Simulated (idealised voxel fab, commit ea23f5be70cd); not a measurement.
process module | voxel wiring stack
cross-section cut | 175 nm wide | cells 5 nm
A cross-section is a grid of square cells, given in bands from the top down. A band is one or more rows of cells.
Each band's line starts with the height of the band's top and of its bottom, in nm. Then come its materials from left to right, each with its width in nm. One material with "throughout" fills the band from edge to edge. "air" is empty space.
Height 0 is the level under which the wafer as received is all one material. The lowest band goes on downwards, as in "0 down".
A width such as "30 to 40" changes by the same amount from each row of cells to the next, from the band's top row to its bottom row.
"no change" after a step means that no cell of the cross-section changed.
closed voids: empty space of 8 cells or more with no open way to the top, each as width x height at its distance from the left edge, in nm
after a step's settings: what the simulator itself notes on the step
overlay nm, on a step with a mask: how far to the right of its planned place the mask lay; to the left if negative
plan
1 op RECEIVE | material Si
2 op CONFORMAL_DEP | material SiO2 | thk nm 10
3 op CONFORMAL_DEP | material SiCN | thk nm 5
4 op DIRECTIONAL_DEP | material SiO2 | thk nm 25
5 op DIRECTIONAL_DEP | material aC | thk nm 15
6 op PATTERN | tone open | mask id METAL_1 | material resist | width nm 25 | pitch nm 40 | thk nm 30 | overlay nm 0
7 op DIRECTIONAL_ETCH | etch materials aC | depth nm 15
8 op STRIP | etch materials resist
9 op DIRECTIONAL_ETCH | etch materials SiO2 | depth nm 25
10 op DIRECTIONAL_ETCH | etch materials SiCN | depth nm 5
11 op STRIP | etch materials aC
12 op CONFORMAL_DEP | material TiN | thk nm 5
13 op FILL_DEP | material Ru | thk nm 5
14 op CMP | height nm 40
15 op EPI | material Ru | thk nm 5
16 op FILL_DEP | material SiCN | thk nm 5
17 op DIRECTIONAL_DEP | material SiO2 | thk nm 25
18 op MASKED_ETCH | tone open | mask id METAL_2 | width nm 25 | pitch nm 40 | etch materials SiO2 | depth nm 15 | overlay nm 0
19 op PATTERN | tone open | mask id METAL_2_HOLES | material resist | width nm 15 | pitch nm 40 | thk nm 15 | overlay nm 0
20 op DIRECTIONAL_ETCH | etch materials SiO2 | depth nm 10
21 op DIRECTIONAL_ETCH | etch materials SiCN | depth nm 5
22 op STRIP | etch materials resist
23 op CONFORMAL_DEP | material TiN | thk nm 5
24 op FILL_DEP | material Cu | thk nm 5
25 op CMP | height nm 75
26 op CONFORMAL_DEP | material SiCN | thk nm 5
as received, after step 1
  0 down: Si throughout
  closed voids: none
first wafer at the end, as planned
  80 to 75: SiCN throughout
  75 to 65: SiO2 35 | TiN 5 | Cu 15 | TiN 5 | SiO2 15 | TiN 5 | Cu 15 | TiN 5 | SiO2 15 | TiN 5 | Cu 15 | TiN 5 | SiO2 35
  65 to 60: SiO2 35 | TiN 5 | Cu 5 | TiN 15 | SiO2 15 | TiN 5 | Cu 5 | TiN 15 | SiO2 15 | TiN 5 | Cu 5 | TiN 15 | SiO2 35
  60 to 50: SiO2 35 | TiN 5 | Cu 5 | TiN 5 | SiO2 25 | TiN 5 | Cu 5 | TiN 5 | SiO2 25 | TiN 5 | Cu 5 | TiN 5 | SiO2 45
  50 to 45: SiCN 35 | TiN 15 | SiCN 25 | TiN 15 | SiCN 25 | TiN 15 | SiCN 45
  45 to 40: SiCN 30 | Ru 35 | SiCN 5 | Ru 35 | SiCN 5 | Ru 35 | SiCN 30
  40 to 15: SiO2 35 | TiN 5 | Ru 15 | TiN 5 | SiO2 15 | TiN 5 | Ru 15 | TiN 5 | SiO2 15 | TiN 5 | Ru 15 | TiN 5 | SiO2 35
  15 to 10: SiCN 35 | TiN 25 | SiCN 15 | TiN 25 | SiCN 15 | TiN 25 | SiCN 35
  10 to 0: SiO2 throughout
  0 down: Si throughout
  closed voids: none
second wafer at the end: like start, like plan, one mistake
  80 to 75: SiCN throughout
  75 to 70: Cu throughout
  70 to 65: TiN 40 | Cu 15 | TiN 25 | Cu 15 | TiN 25 | Cu 15 | TiN 40
  65 to 50: SiO2 35 | TiN 5 | Cu 15 | TiN 5 | SiO2 15 | TiN 5 | Cu 15 | TiN 5 | SiO2 15 | TiN 5 | Cu 15 | TiN 5 | SiO2 35
  50 to 45: SiCN 35 | TiN 25 | SiCN 15 | TiN 25 | SiCN 15 | TiN 25 | SiCN 35
  45 to 40: SiCN 30 | Ru 35 | SiCN 5 | Ru 35 | SiCN 5 | Ru 35 | SiCN 30
  40 to 15: SiO2 35 | TiN 5 | Ru 15 | TiN 5 | SiO2 15 | TiN 5 | Ru 15 | TiN 5 | SiO2 15 | TiN 5 | Ru 15 | TiN 5 | SiO2 35
  15 to 10: SiCN 35 | TiN 25 | SiCN 15 | TiN 25 | SiCN 15 | TiN 25 | SiCN 35
  10 to 0: SiO2 throughout
  0 down: Si throughout
  closed voids: none
what went wrong: step 19 was left out
at the end the second wafer has, in cells: 44 more of Cu | 6 fewer of SiCN | 52 fewer of SiO2 | 14 more of TiN
